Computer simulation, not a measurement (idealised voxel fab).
process module | voxel capacitor over wiring
cross-section cut | 140 nm wide | cells 5 nm
A cross-section is a grid of square cells, given in bands from the top down. A band is one or more rows of cells.
Each band's line starts with the height of the band's top and of its bottom, in nm. Then come its materials from left to right, each with its width in nm. One material with "throughout" fills the band from edge to edge. "air" is empty space.
Height 0 is the level under which the wafer as received is all one material. The lowest band goes on downwards, as in "0 down".
A width such as "30 to 40" changes by the same amount from each row of cells to the next, from the band's top row to its bottom row.
"no change" after a step means that no cell of the cross-section changed.
closed voids: empty space of 8 cells or more with no open way to the top, each as width x height at its distance from the left edge, in nm
after a step's settings: what the simulator itself notes on the step
overlay nm, on a step with a mask: how far to the right of its planned place the mask lay; to the left if negative
plan
1 op RECEIVE | material Si
2 op CONFORMAL_DEP | material SiO2 | thk nm 15
3 op DIRECTIONAL_DEP | material TiN | thk nm 5
4 op DIRECTIONAL_DEP | material W | thk nm 20
5 op MASKED_ETCH | tone cover | mask id METAL_1 | width nm 20 | pitch nm 80 | etch materials W | depth nm 20 | overlay nm 0
6 op MASKED_ETCH | tone cover | mask id METAL_1 | width nm 20 | pitch nm 80 | etch materials TiN | depth nm 5 | overlay nm 0
7 op FILL_DEP | material lowk | thk nm 10
8 op CMP | height nm 40
9 op CONFORMAL_DEP | material SiCN | thk nm 5
10 op DIRECTIONAL_DEP | material lowk | thk nm 10
11 op PATTERN | tone open | mask id PLUG_1 | material resist | width nm 15 | thk nm 20 | overlay nm 0
12 op DIRECTIONAL_ETCH | etch materials lowk | depth nm 10
13 op DIRECTIONAL_ETCH | etch materials SiCN | depth nm 5
14 op STRIP | etch materials resist
15 op CONFORMAL_DEP | material TiN | thk nm 5
16 op FILL_DEP | material Cu | thk nm 10
17 op CMP | height nm 55
18 op DIRECTIONAL_DEP | material TiN | thk nm 10
19 op DIRECTIONAL_DEP | material Al2O3 | thk nm 5
20 op DIRECTIONAL_DEP | material TiN | thk nm 10
21 op PATTERN | tone cover | mask id UPPER_PLATE | material resist | width nm 65 | thk nm 20 | overlay nm 0
22 op DIRECTIONAL_ETCH | etch materials TiN | depth nm 10
23 op DIRECTIONAL_ETCH | etch materials Al2O3 | depth nm 5
24 op STRIP | etch materials resist
25 op PATTERN | tone cover | mask id LOWER_PLATE | material resist | width nm 75 | thk nm 20 | overlay nm 0
26 op DIRECTIONAL_ETCH | etch materials TiN | depth nm 10
27 op STRIP | etch materials resist
28 op FILL_DEP | material SiO2 | thk nm 20
29 op CMP | height nm 95
30 op MASKED_ETCH | tone open | mask id PLUG_2 | width nm 15 | etch materials SiO2 | depth nm 15 | overlay nm 0
31 op CONFORMAL_DEP | material TiN | thk nm 5
32 op FILL_DEP | material Ru | thk nm 10
33 op CMP | height nm 95
34 op CONFORMAL_DEP | material SiCN | thk nm 5
as received, after step 1
  0 down: Si throughout
  closed voids: none
first wafer at the end, as planned
  100 to 95: SiCN throughout
  95 to 85: SiO2 35 | TiN 5 | Ru 5 | TiN 5 | SiO2 90
  85 to 80: SiO2 35 | TiN 15 | SiO2 90
  80 to 70: SiO2 25 | TiN 65 | SiO2 50
  70 to 65: SiO2 25 | Al2O3 65 | SiO2 50
  65 to 55: SiO2 20 | TiN 75 | SiO2 45
  55 to 45: lowk 25 | TiN 5 | Cu 5 | TiN 5 | lowk 100
  45 to 40: SiCN 25 | TiN 15 | SiCN 100
  40 to 20: lowk 20 | W 20 | lowk 60 | W 20 | lowk 20
  20 to 15: lowk 20 | TiN 20 | lowk 60 | TiN 20 | lowk 20
  15 to 0: SiO2 throughout
  0 down: Si throughout
  closed voids: none
second wafer at the end: like start, like plan, one mistake
  100 to 95: SiCN throughout
  95 to 85: SiO2 35 | TiN 5 | Ru 5 | TiN 5 | SiO2 90
  85 to 80: SiO2 35 | TiN 15 | SiO2 90
  80 to 70: SiO2 25 | TiN 65 | SiO2 50
  70 to 65: SiO2 25 | Al2O3 65 | SiO2 50
  65 to 55: SiO2 25 | TiN 65 | SiO2 50
  55 to 45: lowk 25 | TiN 5 | Cu 5 | TiN 5 | lowk 100
  45 to 40: SiCN 25 | TiN 15 | SiCN 100
  40 to 20: lowk 20 | W 20 | lowk 60 | W 20 | lowk 20
  20 to 15: lowk 20 | TiN 20 | lowk 60 | TiN 20 | lowk 20
  15 to 0: SiO2 throughout
  0 down: Si throughout
  closed voids: none
what went wrong: step 25 ran as: op PATTERN | tone cover | mask id LOWER_PLATE | material resist | width nm 65 | thk nm 20 | overlay nm 0
at the end the second wafer has, in cells: 4 more of SiO2 | 4 fewer of TiN
